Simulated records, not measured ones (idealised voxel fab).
Documented hereafter: the process module known as voxel trench capacitor.
For reference, the cross-section in this document is cut, with width 285 nm and square cells of 5 nm.
Throughout this document, each cross-section is represented as a grid of square cells and is presented as a sequence of bands enumerated from the top downward, where a band comprises one or more rows of cells. A band entry consists of two parts. The first gives the height of the band's top and the height of its bottom, in nm. The rest lists the band's materials from left to right, each with its width in nm. A single material labelled with the word "all across" fills the band from edge to edge, and the word "blank" marks empty space. Heights are measured from 0, the level below which the as-received wafer is all one material; the lowest band has no bottom and continues downward, written as in "0..down". A two-number width, for instance "30..40", indicates that the width is equal to the first number in the top row of the band and to the second number in the bottom row, and that it changes by a constant amount per row of cells. Basically "no modifications" means that step didn't change any cell in the cross-section. Under "Closed-off voids" you'll find the enclosed gaps, the ones with no way out to the top, that are 8 cells or bigger; each reads width x height at distance, with distance counted from the left edge, everything in nm. Text after the settings on a step's line: the simulator's own remark on that step. When a step includes a mask, the "overlay nm" setting on its line states how far to the right of its planned place that mask lay, and negative values state how far to the left.
-- This section lists the process steps that were planned
- 1: RECEIVE | material Si
- 2: CONFORMAL_DEP | material SiN | thk nm 10
- 3: PATTERN | tone open | mask id TRENCH | material resist | width nm 25 | pitch nm 55 | thk nm 20 | overlay nm 0
- 4: DIRECTIONAL_ETCH | etch materials SiN | depth nm 10
- 5: DIRECTIONAL_ETCH | etch materials Si | depth nm 40
- 6: STRIP | etch materials resist
- 7: CONFORMAL_DEP | material HfO2 | thk nm 5
- 8: CONFORMAL_DEP | material TiN | thk nm 5
- 9: FILL_DEP | material W | thk nm 10
- 10: CMP | height nm 10
-- So this is the incoming wafer in cross-section - it's already been through step 1
0..down | Si all across
Closed-off voids: none
-- Here's the cross-section of the first of our two wafers at the end of the module - it ran as planned
10..0 | SiN: 100, then HfO2: 5, then TiN: 5, then W: 5, then TiN: 5, then HfO2: 5, then SiN: 30, then HfO2: 5, then TiN: 5, then W: 5, then TiN: 5, then HfO2: 5, then SiN: 105
0..-30 | Si: 100, then HfO2: 5, then TiN: 5, then W: 5, then TiN: 5, then HfO2: 5, then Si: 30, then HfO2: 5, then TiN: 5, then W: 5, then TiN: 5, then HfO2: 5, then Si: 105
-30..-35 | Si: 100, then HfO2: 5, then TiN: 15, then HfO2: 5, then Si: 30, then HfO2: 5, then TiN: 15, then HfO2: 5, then Si: 105
-35..-40 | Si: 100, then HfO2: 25, then Si: 30, then HfO2: 25, then Si: 105
-40..down | Si all across
Closed-off voids: none
-- Wafer two (of two), end-of-module cross-section: start = wafer one, plan = wafer one, one run mistake
10..0 | W: 90, then TiN: 5, then HfO2: 5, then SiN: 25, then HfO2: 5, then TiN: 5, then W: 10, then TiN: 5, then HfO2: 5, then SiN: 25, then HfO2: 5, then TiN: 5, then W: 95
0..-30 | W: 90, then TiN: 5, then HfO2: 5, then Si: 25, then HfO2: 5, then TiN: 5, then W: 10, then TiN: 5, then HfO2: 5, then Si: 25, then HfO2: 5, then TiN: 5, then W: 95
-30..-35 | TiN: 95, then HfO2: 5, then Si: 25, then HfO2: 5, then TiN: 20, then HfO2: 5, then Si: 25, then HfO2: 5, then TiN: 100
-35..-40 | HfO2: 100, then Si: 25, then HfO2: 30, then Si: 25, then HfO2: 105
-40..down | Si all across
Closed-off voids: none
Finding, execution versus plan: note that step 3 departed from the planned setting and was carried out as PATTERN | tone cover | mask id TRENCH | material resist | width nm 25 | pitch nm 55 | thk nm 20 | overlay nm 0
It is noted that, at the conclusion of processing, the second wafer exhibits a higher or lower cell count for certain materials relative to the first: 37 more of HfO2, 296 fewer of Si, 74 fewer of SiN, 37 more of TiN, 296 more of W
